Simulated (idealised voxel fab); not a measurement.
The document below concerns the process module designated voxel ribs on slabs.
290 nm wide, 5 nm square cells: that's cross-section cut.
If you're reading a cross-section in this doc, picture square cells in a grid; it comes to you as bands, top ones listed first down to the bottom, and a band can be one or more rows of cells. In this notation a band is specified by the heights of its top and bottom, in that order and in nm, after which its materials appear from left to right, each paired with its width in nm. The word "everywhere" attached to a single material means that material fills the band from edge to edge; the word "blank" stands for empty space. Beneath 0, the wafer as received is one material, and that level is where height counting begins. The lowest band goes on downward without a bottom; it is written like "0..down". Graded width ("30 to 40"): value in top row of band = first number; value in bottom row = second number; row-to-row change constant. It should be understood that the words "no modification", when stated for a given step, signify that the cross-section underwent no change in any of its cells during that step. Each empty space that has no open way to the top and spans at least 8 cells appears under "Closed void inventory" as width x height at distance, the distance counted from the left edge, all in nm. Step line, after settings: the simulator's comment on this step. overlay nm: mask right of planned place by this much (step with mask). Neg. = left.
# Process steps (planned)
1. RECEIVE | material Si
2. DIRECTIONAL_DEP | material SiO2 | thk nm 25
3. DIRECTIONAL_DEP | material polySi | thk nm 20
4. PATTERN | tone cover | mask id RIB | material resist | width nm 20 | thk nm 15 | overlay nm 0
5. DIRECTIONAL_ETCH | etch materials polySi | depth nm 15
6. STRIP | etch materials resist
7. PATTERN | tone cover | mask id SLAB | material resist | width nm 80 | thk nm 15 | overlay nm 0
8. DIRECTIONAL_ETCH | etch materials polySi | depth nm 5
9. STRIP | etch materials resist
10. FILL_DEP | material SiO2 | thk nm 15
11. CMP | height nm 55
12. DIRECTIONAL_DEP | material W | thk nm 10
13. MASKED_ETCH | tone cover | mask id HEATER | width nm 30 | etch materials W | depth nm 10 | overlay nm 0
14. CONFORMAL_DEP | material SiN | thk nm 5
# First of two wafers, with the run carried out as planned
# Cross-section: wafer on arrival = after step 1
- 0..down: Si everywhere
- Closed void inventory: none
# Cross-section of the wafer subsequent to step 2
- 25..0: SiO2 everywhere
- Beneath the level 0, the cross-section is identical to its previous state.
# Cross-section of the wafer subsequent to step 3
- 45..25: polySi everywhere
- Beneath the level 25, the cross-section is identical to its previous state.
# Cross-section of the wafer subsequent to step 4
- 60..45: 135 blank  20 resist  135 blank
- Beneath the level 45, the cross-section is identical to its previous state.
# Cross-section of the wafer subsequent to step 5
- 60..45: 135 blank  20 resist  135 blank
- 45..30: 135 blank  20 polySi  135 blank
- Beneath the level 30, the cross-section is identical to its previous state.
# Cross-section of the wafer subsequent to step 6
- 45..30: 135 blank  20 polySi  135 blank
- Beneath the level 30, the cross-section is identical to its previous state.
# Cross-section of the wafer subsequent to step 7
- 60..45: 105 blank  80 resist  105 blank
- 45..30: 105 blank  30 resist  20 polySi  30 resist  105 blank
- Beneath the level 30, the cross-section is identical to its previous state.
# Cross-section of the wafer subsequent to step 8
- 60..45: 105 blank  80 resist  105 blank
- 45..30: 105 blank  30 resist  20 polySi  30 resist  105 blank
- 30..25: 105 blank  80 polySi  105 blank
- Beneath the level 25, the cross-section is identical to its previous state.
# Cross-section of the wafer subsequent to step 9
- 45..30: 135 blank  20 polySi  135 blank
- Beneath the level 30, the cross-section is identical to its previous state.
# Cross-section of the wafer subsequent to step 10
- 60..45: SiO2 everywhere
- 45..30: 135 SiO2  20 polySi  135 SiO2
- 30..25: 105 SiO2  80 polySi  105 SiO2
- Beneath the level 25, the cross-section is identical to its previous state.
# Cross-section of the wafer subsequent to step 11
- 55..45: SiO2 everywhere
- Beneath the level 45, the cross-section is identical to its previous state.
# Cross-section of the wafer subsequent to step 12
- 65..55: W everywhere
- Beneath the level 55, the cross-section is identical to its previous state.
# Cross-section of the wafer subsequent to step 13
- 65..55: 130 blank  30 W  130 blank
- Beneath the level 55, the cross-section is identical to its previous state.
# Cross-section of the wafer subsequent to step 14
- 70..65: 125 blank  40 SiN  125 blank
- 65..60: 125 blank  5 SiN  30 W  5 SiN  125 blank
- 60..55: 130 SiN  30 W  130 SiN
- Beneath the level 55, the cross-section is identical to its previous state.
# Second of two: same start, same plan, one run error; steps up to and including 6 match the first
# Second wafer, sectioned view, at step 7's planned end time
- 60..45: 95 blank  80 resist  115 blank
- 45..30: 95 blank  40 resist  20 polySi  20 resist  115 blank
- Beneath the level 30, the cross-section is identical to its previous state.
# Second wafer, sectioned view, at step 8's planned end time
- 60..45: 95 blank  80 resist  115 blank
- 45..30: 95 blank  40 resist  20 polySi  20 resist  115 blank
- 30..25: 95 blank  80 polySi  115 blank
- Beneath the level 25, the cross-section is identical to its previous state.
# Second wafer, sectioned view, at step 9's planned end time
- 45..30: 135 blank  20 polySi  135 blank
- Beneath the level 30, the cross-section is identical to its previous state.
# Second wafer, sectioned view, at step 10's planned end time
- 60..45: SiO2 everywhere
- 45..30: 135 SiO2  20 polySi  135 SiO2
- 30..25: 95 SiO2  80 polySi  115 SiO2
- Beneath the level 25, the cross-section is identical to its previous state.
# Second wafer, sectioned view, at step 11's planned end time
- 55..45: SiO2 everywhere
- Beneath the level 45, the cross-section is identical to its previous state.
# Second wafer, sectioned view, at step 12's planned end time
- 65..55: W everywhere
- Beneath the level 55, the cross-section is identical to its previous state.
# Second wafer, sectioned view, at step 13's planned end time
- 65..55: 130 blank  30 W  130 blank
- Beneath the level 55, the cross-section is identical to its previous state.
# Second wafer, sectioned view, at step 14's planned end time
- 70..65: 125 blank  40 SiN  125 blank
- 65..60: 125 blank  5 SiN  30 W  5 SiN  125 blank
- 60..55: 130 SiN  30 W  130 SiN
- Beneath the level 55, the cross-section is identical to its previous state.
It is concluded that the wafer was processed incorrectly with respect to the plan, in that it should be noted that step 7 was executed with settings other than those planned, the operation and settings actually applied being PATTERN | tone cover | mask id SLAB | material resist | width nm 80 | thk nm 15 | overlay nm -10
The two final wafers agree on how many cells each material fills and disagree on which cells those are.
